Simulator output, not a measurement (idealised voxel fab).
The following is a process module called voxel self aligned vias.
Section cut is 175 nm wide and gridded with 5 nm square cells.
A cross-section is written here as square cells arranged in a grid, and it is given in bands from the top down, each band taking up one or more rows of cells.
Quick guide to a band line: top height, bottom height (nm) up front; then every material left to right with its width in nm. Only one material and it's marked "all across"? Then it fills the band edge to edge. And "empty" just means empty space.
Measure heights from 0. That's the level where, below it, the as-received wafer is all one material. The lowest band is bottomless and extends downward; write it as in "0 -> down".
The width entry "30..40" should be interpreted row by row: the top row of cells in the band takes the first number, the bottom row takes the second number, and the change between adjacent rows is uniform throughout.
The cross-section has no changed cell in any step marked "no modification".
"Voids lacking openings" lists enclosed empty spaces (at least 8 cells, no open path upward to the top), each as width x height at distance from the left edge, in nm.
after a step's settings: what the simulator itself notes on the step
If you see "overlay nm" on a step's line and that step has a mask, it's telling you how far right of where it was planned the mask ended up; a negative number means it went left instead.

These are the steps we planned for the process
| 1 | RECEIVE [material Si] |
| 2 | CONFORMAL_DEP [material SiO2] [thk nm 10] |
| 3 | CONFORMAL_DEP [material SiCN] [thk nm 5] |
| 4 | DIRECTIONAL_DEP [material SiO2] [thk nm 25] |
| 5 | PATTERN [tone open] [mask id LINES] [material resist] [width nm 30] [pitch nm 65] [thk nm 20] [overlay nm 0] |
| 6 | DIRECTIONAL_ETCH [etch materials SiO2] [depth nm 25] |
| 7 | STRIP [etch materials resist] |
| 8 | CONFORMAL_DEP [material TiN] [thk nm 5] |
| 9 | FILL_DEP [material W] [thk nm 10] |
| 10 | CMP [height nm 40] |
| 11 | SELECTIVE_ETCH [etch materials W Ru TiN] [depth nm 10] |
| 12 | FILL_DEP [material SiN] [thk nm 10] |
| 13 | CMP [height nm 40] |
| 14 | DIRECTIONAL_DEP [material SiO2] [thk nm 15] |
| 15 | DIRECTIONAL_DEP [material aC] [thk nm 10] |
| 16 | PATTERN [tone open] [mask id VIAS] [material resist] [width nm 50] [thk nm 25] [overlay nm 0] |
| 17 | DIRECTIONAL_ETCH [etch materials aC] [depth nm 10] |
| 18 | STRIP [etch materials resist] |
| 19 | DIRECTIONAL_ETCH [etch materials SiO2] [depth nm 15] |
| 20 | DIRECTIONAL_ETCH [etch materials SiN] [depth nm 10] |
| 21 | STRIP [etch materials aC] |
| 22 | CONFORMAL_DEP [material TiN] [thk nm 5] |
| 23 | FILL_DEP [material Ru] [thk nm 10] |
| 24 | CMP [height nm 55] |
| 25 | CONFORMAL_DEP [material SiN] [thk nm 5] |

So, the first of our two wafers, run just as we planned it

Cross-section of the incoming wafer, state after step 1
0 -> down | Si all across
Voids lacking openings: none

Once step 2 is through, the wafer looks like this in cross-section
10 -> 0 | SiO2 all across
Anything lower than 0 is untouched.

Once step 3 is through, the wafer looks like this in cross-section
15 -> 10 | SiCN all across
Anything lower than 10 is untouched.

Once step 4 is through, the wafer looks like this in cross-section
40 -> 15 | SiO2 all across
Anything lower than 15 is untouched.

Once step 5 is through, the wafer looks like this in cross-section
60 -> 40 | resist (40)  empty (30)  resist (35)  empty (30)  resist (40)
Anything lower than 40 is untouched.

Once step 6 is through, the wafer looks like this in cross-section
60 -> 40 | resist (40)  empty (30)  resist (35)  empty (30)  resist (40)
40 -> 15 | SiO2 (40)  empty (30)  SiO2 (35)  empty (30)  SiO2 (40)
Anything lower than 15 is untouched.

Once step 7 is through, the wafer looks like this in cross-section
40 -> 15 | SiO2 (40)  empty (30)  SiO2 (35)  empty (30)  SiO2 (40)
Anything lower than 15 is untouched.

Once step 8 is through, the wafer looks like this in cross-section
45 -> 40 | TiN (45)  empty (20)  TiN (45)  empty (20)  TiN (45)
40 -> 20 | SiO2 (40)  TiN (5)  empty (20)  TiN (5)  SiO2 (35)  TiN (5)  empty (20)  TiN (5)  SiO2 (40)
20 -> 15 | SiO2 (40)  TiN (30)  SiO2 (35)  TiN (30)  SiO2 (40)
Anything lower than 15 is untouched.

Once step 9 is through, the wafer looks like this in cross-section
55 -> 45 | W all across
45 -> 40 | TiN (45)  W (20)  TiN (45)  W (20)  TiN (45)
40 -> 20 | SiO2 (40)  TiN (5)  W (20)  TiN (5)  SiO2 (35)  TiN (5)  W (20)  TiN (5)  SiO2 (40)
Anything lower than 20 is untouched.

Once step 10 is through, the wafer looks like this in cross-section
40 -> 20 | SiO2 (40)  TiN (5)  W (20)  TiN (5)  SiO2 (35)  TiN (5)  W (20)  TiN (5)  SiO2 (40)
Anything lower than 20 is untouched.

Once step 11 is through, the wafer looks like this in cross-section
40 -> 30 | SiO2 (40)  empty (30)  SiO2 (35)  empty (30)  SiO2 (40)
Anything lower than 30 is untouched.

Once step 12 is through, the wafer looks like this in cross-section
50 -> 40 | SiN all across
40 -> 30 | SiO2 (40)  SiN (30)  SiO2 (35)  SiN (30)  SiO2 (40)
Anything lower than 30 is untouched.

Once step 13 is through, the wafer looks like this in cross-section
40 -> 30 | SiO2 (40)  SiN (30)  SiO2 (35)  SiN (30)  SiO2 (40)
Anything lower than 30 is untouched.

Once step 14 is through, the wafer looks like this in cross-section
55 -> 40 | SiO2 all across
Anything lower than 40 is untouched.

Once step 15 is through, the wafer looks like this in cross-section
65 -> 55 | aC all across
Anything lower than 55 is untouched.

Once step 16 is through, the wafer looks like this in cross-section
90 -> 65 | resist (30)  empty (50)  resist (95)
Anything lower than 65 is untouched.

Once step 17 is through, the wafer looks like this in cross-section
80 -> 65 | resist (30)  empty (50)  resist (95)
65 -> 55 | aC (30)  empty (50)  aC (95)
Anything lower than 55 is untouched.

Once step 18 is through, the wafer looks like this in cross-section
65 -> 55 | aC (30)  empty (50)  aC (95)
Anything lower than 55 is untouched.

Once step 19 is through, the wafer looks like this in cross-section
65 -> 55 | aC (30)  empty (50)  aC (95)
55 -> 40 | SiO2 (30)  empty (50)  SiO2 (95)
Anything lower than 40 is untouched.

Once step 20 is through, the wafer looks like this in cross-section
65 -> 55 | aC (30)  empty (50)  aC (95)
55 -> 40 | SiO2 (30)  empty (50)  SiO2 (95)
40 -> 30 | SiO2 (40)  empty (30)  SiO2 (35)  SiN (30)  SiO2 (40)
Anything lower than 30 is untouched.

Once step 21 is through, the wafer looks like this in cross-section
55 -> 40 | SiO2 (30)  empty (50)  SiO2 (95)
Anything lower than 40 is untouched.

Once step 22 is through, the wafer looks like this in cross-section
60 -> 55 | TiN (35)  empty (40)  TiN (100)
55 -> 45 | SiO2 (30)  TiN (5)  empty (40)  TiN (5)  SiO2 (95)
45 -> 40 | SiO2 (30)  TiN (15)  empty (20)  TiN (15)  SiO2 (95)
40 -> 35 | SiO2 (40)  TiN (5)  empty (20)  TiN (5)  SiO2 (35)  SiN (30)  SiO2 (40)
35 -> 30 | SiO2 (40)  TiN (30)  SiO2 (35)  SiN (30)  SiO2 (40)
Anything lower than 30 is untouched.

Once step 23 is through, the wafer looks like this in cross-section
70 -> 60 | Ru all across
60 -> 55 | TiN (35)  Ru (40)  TiN (100)
55 -> 45 | SiO2 (30)  TiN (5)  Ru (40)  TiN (5)  SiO2 (95)
45 -> 40 | SiO2 (30)  TiN (15)  Ru (20)  TiN (15)  SiO2 (95)
40 -> 35 | SiO2 (40)  TiN (5)  Ru (20)  TiN (5)  SiO2 (35)  SiN (30)  SiO2 (40)
Anything lower than 35 is untouched.

Once step 24 is through, the wafer looks like this in cross-section
55 -> 45 | SiO2 (30)  TiN (5)  Ru (40)  TiN (5)  SiO2 (95)
Anything lower than 45 is untouched.

Once step 25 is through, the wafer looks like this in cross-section
60 -> 55 | SiN all across
Anything lower than 55 is untouched.

The remaining wafer, second of the two, started like the first and was run to the same plan, except that one mistake was made along the way; the two coincide through step 18, inclusive

Second wafer: cross-section at the scheduled end of step 19
65 -> 55 | aC (30)  empty (50)  aC (95)
55 -> 40 | SiO2 (30)  empty (50)  SiO2 (95)
40 -> 30 | SiO2 (30)  empty (10)  SiN (30)  empty (10)  SiO2 (25)  SiN (30)  SiO2 (40)
30 -> 25 | SiO2 (30)  empty (10)  TiN (5)  W (20)  TiN (5)  empty (10)  SiO2 (25)  TiN (5)  W (20)  TiN (5)  SiO2 (40)
Anything lower than 25 is untouched.

Second wafer: cross-section at the scheduled end of step 20
65 -> 55 | aC (30)  empty (50)  aC (95)
55 -> 40 | SiO2 (30)  empty (50)  SiO2 (95)
40 -> 30 | SiO2 (30)  empty (50)  SiO2 (25)  SiN (30)  SiO2 (40)
Anything lower than 30 is untouched.

Second wafer: cross-section at the scheduled end of step 21
55 -> 40 | SiO2 (30)  empty (50)  SiO2 (95)
Anything lower than 40 is untouched.

Second wafer: cross-section at the scheduled end of step 22
60 -> 55 | TiN (35)  empty (40)  TiN (100)
55 -> 40 | SiO2 (30)  TiN (5)  empty (40)  TiN (5)  SiO2 (95)
40 -> 35 | SiO2 (30)  TiN (5)  empty (40)  TiN (5)  SiO2 (25)  SiN (30)  SiO2 (40)
35 -> 30 | SiO2 (30)  TiN (50)  SiO2 (25)  SiN (30)  SiO2 (40)
30 -> 20 | SiO2 (30..40)  TiN (15..5)  W (20)  TiN (15..5)  SiO2 (25..35)  TiN (5)  W (20)  TiN (5)  SiO2 (40)
Anything lower than 20 is untouched.

Second wafer: cross-section at the scheduled end of step 23
70 -> 60 | Ru all across
60 -> 55 | TiN (35)  Ru (40)  TiN (100)
55 -> 40 | SiO2 (30)  TiN (5)  Ru (40)  TiN (5)  SiO2 (95)
40 -> 35 | SiO2 (30)  TiN (5)  Ru (40)  TiN (5)  SiO2 (25)  SiN (30)  SiO2 (40)
Anything lower than 35 is untouched.

Second wafer: cross-section at the scheduled end of step 24
55 -> 40 | SiO2 (30)  TiN (5)  Ru (40)  TiN (5)  SiO2 (95)
Anything lower than 40 is untouched.

Second wafer: cross-section at the scheduled end of step 25
60 -> 55 | SiN all across
Anything lower than 55 is untouched.
Want to know what went wrong? step 19 was run twice
Final tally in cells, some materials are higher or lower on the second wafer than on the first: 8 more of Ru | 12 fewer of SiO2 | 4 more of TiN
